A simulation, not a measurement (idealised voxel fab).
Name of the process module below: voxel gate over fins
Xsec cut, 255 nm wide, square cell size 5 nm.
When this document writes out a cross-section, it uses a grid of square cells and lists it as bands, beginning at the top and moving down, with a band standing for one or more rows of cells.
In this notation a band is specified by the heights of its top and bottom, in that order and in nm, after which its materials appear from left to right, each paired with its width in nm. The word "edge to edge" attached to a single material means that material fills the band from edge to edge; the word "blank" stands for empty space.
We count height from 0. Below that, the starting wafer is all one material. The lowest band never ends at the bottom but goes on down; see "z 0 and below" for how that is written.
The width entry "30..40" should be interpreted row by row: the top row of cells in the band takes the first number, the bottom row takes the second number, and the change between adjacent rows is uniform throughout.
"nothing changed" -> step changed no cross-section cell.
"Non-vented voids" enumerates empty spaces isolated from the top, with no open way to it, that contain at least 8 cells, giving each as width x height at distance from the left edge, all three in nm.
On each step's line, the part that comes after the settings is the simulator's own comment on the step.
overlay nm: how far to the right of its planned place the mask lay on this masked step (negative: to the left).
## The process steps that were planned are listed below
| 1 | RECEIVE, material Si |
| 2 | CONFORMAL_DEP, material SiN, thk nm 10 |
| 3 | MASKED_ETCH, tone cover, mask id FINS, width nm 15, pitch nm 45, etch materials SiN, depth nm 10, overlay nm -15 |
| 4 | MASKED_ETCH, tone cover, mask id FINS, width nm 15, pitch nm 45, etch materials Si, depth nm 30, overlay nm 0 |
| 5 | OXIDIZE, depth nm 5 |
| 6 | FILL_DEP, material SiO2, thk nm 10 |
| 7 | CMP, height nm 10 |
| 8 | SELECTIVE_ETCH, etch materials SiO2, depth nm 25 |
| 9 | STRIP, etch materials SiN |
| 10 | CONFORMAL_DEP, material HfO2, thk nm 5 |
| 11 | CONFORMAL_DEP, material TiN, thk nm 5 |
| 12 | FILL_DEP, material W, thk nm 15 |
| 13 | CMP, height nm 20 |
| 14 | CONFORMAL_DEP, material SiN, thk nm 10 |
Split variable: overlay nm, step 3. Plan value = first wafer. Wafers start alike.
## Received condition of the first of several wafers, sectioned: post-step 1
  z 0 and below = Si edge to edge
  Non-vented voids: none
## wafer rows; end of module; cells per material since receipt: (+) gained, (-) lost; then closed voids
overlay nm -15 | +63 HfO2 | -307 Si | +102 SiN | +172 SiO2 | +63 TiN | +213 W | Non-vented voids: none
overlay nm -10 | +63 HfO2 | -319 Si | +102 SiN | +180 SiO2 | +63 TiN | +217 W | Non-vented voids: none
overlay nm -5 | +63 HfO2 | -331 Si | +102 SiN | +188 SiO2 | +63 TiN | +221 W | Non-vented voids: none
overlay nm 0 | +63 HfO2 | -343 Si | +102 SiN | +196 SiO2 | +63 TiN | +225 W | Non-vented voids: none
overlay nm 5 | +63 HfO2 | -331 Si | +102 SiN | +188 SiO2 | +63 TiN | +221 W | Non-vented voids: none
overlay nm 10 | +63 HfO2 | -319 Si | +102 SiN | +180 SiO2 | +63 TiN | +217 W | Non-vented voids: none
overlay nm 15 | +63 HfO2 | -307 Si | +102 SiN | +172 SiO2 | +63 TiN | +213 W | Non-vented voids: none
